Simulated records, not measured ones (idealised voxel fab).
The process module that follows is named voxel spacer lines.
The figure presents cross-section cut, which has a width of 180 nm and is divided into square cells with an edge length of 5 nm.
Think of the cross-section as a grid of square cells. We describe it in bands, top to bottom, and each band covers one or more rows of those cells.
Top height, bottom height, nm. Materials left to right, width each, nm. Single material + "everywhere" = fills band edge to edge. "air" = empty.
Where do heights start? At 0: under that level the wafer as delivered is made of one material only. And the lowest band has no floor; it just carries on downward, as in "0 nm and below".
A width such as "30..40" changes by the same amount from each row of cells to the next, from the band's top row to its bottom row.
Step marked "everything unchanged"? Then no cell in the cross-section changed in it.
Under "Unvented cavities" you'll find the enclosed gaps, the ones with no way out to the top, that are 8 cells or bigger; each reads width x height at distance, with distance counted from the left edge, everything in nm.
On each step's line, the part that comes after the settings is the simulator's own comment on the step.
overlay nm: right-of-plan distance of the mask on a masked step; negative values mean left-of-plan.

Steps in the process plan:
1) op RECEIVE | material Si
2) op CONFORMAL_DEP | material Al2O3 | thk nm 5
3) op DIRECTIONAL_DEP | material polySi | thk nm 15
4) op DIRECTIONAL_DEP | material aC | thk nm 20
5) op PATTERN | tone cover | mask id MANDREL | material resist | width nm 20 | pitch nm 60 | thk nm 25 | overlay nm 0
6) op DIRECTIONAL_ETCH | etch materials aC | depth nm 20
7) op STRIP | etch materials resist
8) op CONFORMAL_DEP | material SiO2 | thk nm 5
9) op DIRECTIONAL_ETCH | etch materials SiO2 | depth nm 10
10) op STRIP | etch materials aC
11) op DIRECTIONAL_ETCH | etch materials polySi | depth nm 15
12) op STRIP | etch materials SiO2
varied across the wafers: thk nm of step 8. The plan shows the first wafer's value. All wafers start alike

Here's the first of the wafers in cross-section, just as we got it, i.e. after step 1:
  0 nm and below = Si everywhere
  Unvented cavities: none

End of module: cross-section of the first of several wafers after step 12, the last step:
  20 nm to 5 nm = 45 of air, 5 of polySi, 20 of air, 5 of polySi, 30 of air, 5 of polySi, 20 of air, 5 of polySi, 45 of air
  5 nm to 0 nm = Al2O3 everywhere
  0 nm and below = Si everywhere
  Unvented cavities: none

Cross-section of the last wafer at end of module:
  40 nm to 20 nm = 50 of air, 20 of aC, 40 of air, 20 of aC, 50 of air
  20 nm to 5 nm = polySi everywhere
  5 nm to 0 nm = Al2O3 everywhere
  0 nm and below = Si everywhere
  Unvented cavities: none

Below is a per-wafer table. In it, each row describes the wafer at the end of the module by giving, for each material, the number of cells gained (+) or lost (-) since the wafer was received, and after that the closed voids of the wafer:
thk nm 5 | +36 Al2O3 | +12 polySi | Unvented cavities: none
thk nm 10 | +36 Al2O3 | +24 polySi | Unvented cavities: none
thk nm 15 | +36 Al2O3 | +32 aC | +108 polySi | Unvented cavities: none
thk nm 20 | +36 Al2O3 | +32 aC | +108 polySi | Unvented cavities: none
thk nm 25 | +36 Al2O3 | +32 aC | +108 polySi | Unvented cavities: none
